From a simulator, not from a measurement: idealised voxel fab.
You're looking at the process module voxel ribs on slabs.
We display cut, a cross-section 140 nm in width whose square cells are each 5 nm.
Cross-section = grid of square cells, listed top down in bands; band = one or more rows. Per band: top height and bottom height in nm, followed by the left-to-right materials and their widths in nm; "edge to edge" marks a single material spanning edge to edge, "blank" marks empty space. Heights are expressed relative to 0, this being the level below which the as-received wafer comprises one material exclusively. The lowest band is unbounded in the downward direction and is denoted as in "top 0, no bottom". Graded width ("30->40"): value in top row of band = first number; value in bottom row = second number; row-to-row change constant. The cross-section has no changed cell in any step marked "nothing changed". Each empty space that has no open way to the top and spans at least 8 cells appears under "Enclosed void entries" as width x height at distance, the distance counted from the left edge, all in nm. On each step's line, the part that comes after the settings is the simulator's own comment on the step. "overlay nm" answers the question of how far to the right of plan the mask lay on a step that has a mask, and when it is negative the answer is to the left.

# This section lists the process steps that were planned
1 RECEIVE, material Si
2 DIRECTIONAL_DEP, material SiO2, thk nm 30
3 DIRECTIONAL_DEP, material SiN, thk nm 20
4 MASKED_ETCH, tone cover, mask id RIB, width nm 20, etch materials SiN, depth nm 5, overlay nm 0
5 PATTERN, tone cover, mask id SLAB, material resist, width nm 50, thk nm 15, overlay nm 0
6 DIRECTIONAL_ETCH, etch materials SiN, depth nm 15
7 STRIP, etch materials resist
8 FILL_DEP, material SiO2, thk nm 25
9 CMP, height nm 65
10 DIRECTIONAL_DEP, material W, thk nm 10
11 DIRECTIONAL_DEP, material aC, thk nm 15
12 PATTERN, tone cover, mask id HEATER, material resist, width nm 30, thk nm 35, overlay nm 0
13 DIRECTIONAL_ETCH, etch materials aC, depth nm 15
14 STRIP, etch materials resist
15 DIRECTIONAL_ETCH, etch materials W, depth nm 10
16 STRIP, etch materials aC
17 CONFORMAL_DEP, material SiN, thk nm 5
Same starting wafers, different thk nm at step 17. Plan value belongs to the first wafer.

# Cut through the first of several wafers as received, post step 1
    top 0, no bottom | Si edge to edge
    Enclosed void entries: none

# Tabulated below, wafer by wafer, are the end-of-module results: for each material, the number of cells gained (+) or lost (-) relative to the as-received state, followed by the closed voids
thk nm 5; +66 SiN; +330 SiO2; +12 W; Enclosed void entries: none
thk nm 10; +98 SiN; +330 SiO2; +12 W; Enclosed void entries: none
thk nm 15; +130 SiN; +330 SiO2; +12 W; Enclosed void entries: none
thk nm 20; +162 SiN; +330 SiO2; +12 W; Enclosed void entries: none
